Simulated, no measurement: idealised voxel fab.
Herein follows the process module entitled voxel tone inversion.
Section cut is 295 nm wide and gridded with 5 nm square cells.
The cross-sections in this document take the form of a grid made of square cells. They are written out as bands, in order from top to bottom. Each band consists of one or more rows of cells. Top, bottom (nm), then materials left to right with widths (nm); lone material tagged "everywhere" fills the whole band edge to edge; "empty" = empty space. The level at which height equals 0 is the one under which the wafer, as it arrives, is entirely one material. No lower edge exists for the bottom band, which continues downward and is notated as in "z 0 and below". Width: "30 to 40" (first number = top row, second number = bottom row, same change from row to row of cells). When a step is marked "identical to before", none of the cells in the cross-section changed during that step. "Fully closed voids" lists enclosed empty spaces (at least 8 cells, no open path upward to the top), each as width x height at distance from the left edge, in nm. Where a step's line continues beyond its settings, the continuation is a remark by the simulator itself on that step. Each step line may optionally specify "overlay nm", which for a step with a mask gives the rightward distance between the mask's planned place and where it lay, a negative value indicating the leftward direction.
-- These are the steps we planned for the process
1: RECEIVE, material Si
2: CONFORMAL_DEP, material SiN, thk nm 10
3: DIRECTIONAL_DEP, material polySi, thk nm 20
4: PATTERN, tone cover, mask id POSTS, material resist, width nm 20, pitch nm 50, thk nm 30, overlay nm 0
5: DIRECTIONAL_ETCH, etch materials polySi, depth nm 20
6: STRIP, etch materials resist
7: FILL_DEP, material lowk, thk nm 10
8: CMP, height nm 30
9: STRIP, etch materials polySi
10: CONFORMAL_DEP, material TiN, thk nm 5
11: FILL_DEP, material Ru, thk nm 5
12: CMP, height nm 30
13: CONFORMAL_DEP, material SiCN, thk nm 5
-- Wafer as received: cross-section following step 1
    z 0 and below = Si everywhere
    Fully closed voids: none
-- Wafer cross-section at module end: first of two, run to plan
    z 35 to 30 = SiCN everywhere
    z 30 to 15 = lowk=110 | TiN=5 | Ru=10 | TiN=5 | lowk=30 | TiN=5 | Ru=10 | TiN=5 | lowk=115
    z 15 to 10 = lowk=110 | TiN=20 | lowk=30 | TiN=20 | lowk=115
    z 10 to 0 = SiN everywhere
    z 0 and below = Si everywhere
    Fully closed voids: none
-- Second of two wafers, module complete, sectioned: it shares the first wafer's start and plan but was run with one mistake
    z 35 to 30 = SiCN everywhere
    z 30 to 15 = lowk=110 | TiN=5 | Ru=10 | TiN=5 | lowk=30 | TiN=5 | Ru=10 | TiN=5 | lowk=115
    z 15 to 10 = lowk=110 | TiN=20 | lowk=30 | TiN=20 | lowk=115
    z 10 to 0 = lowk everywhere
    z 0 and below = Si everywhere
    Fully closed voids: none
Where did the run depart from the plan? step 2 was run on a setting that differed from the plan, and what really ran there is CONFORMAL_DEP, material lowk, thk nm 10
Final tally in cells, some materials are higher or lower on the second wafer than on the first: SiN -118; lowk +118
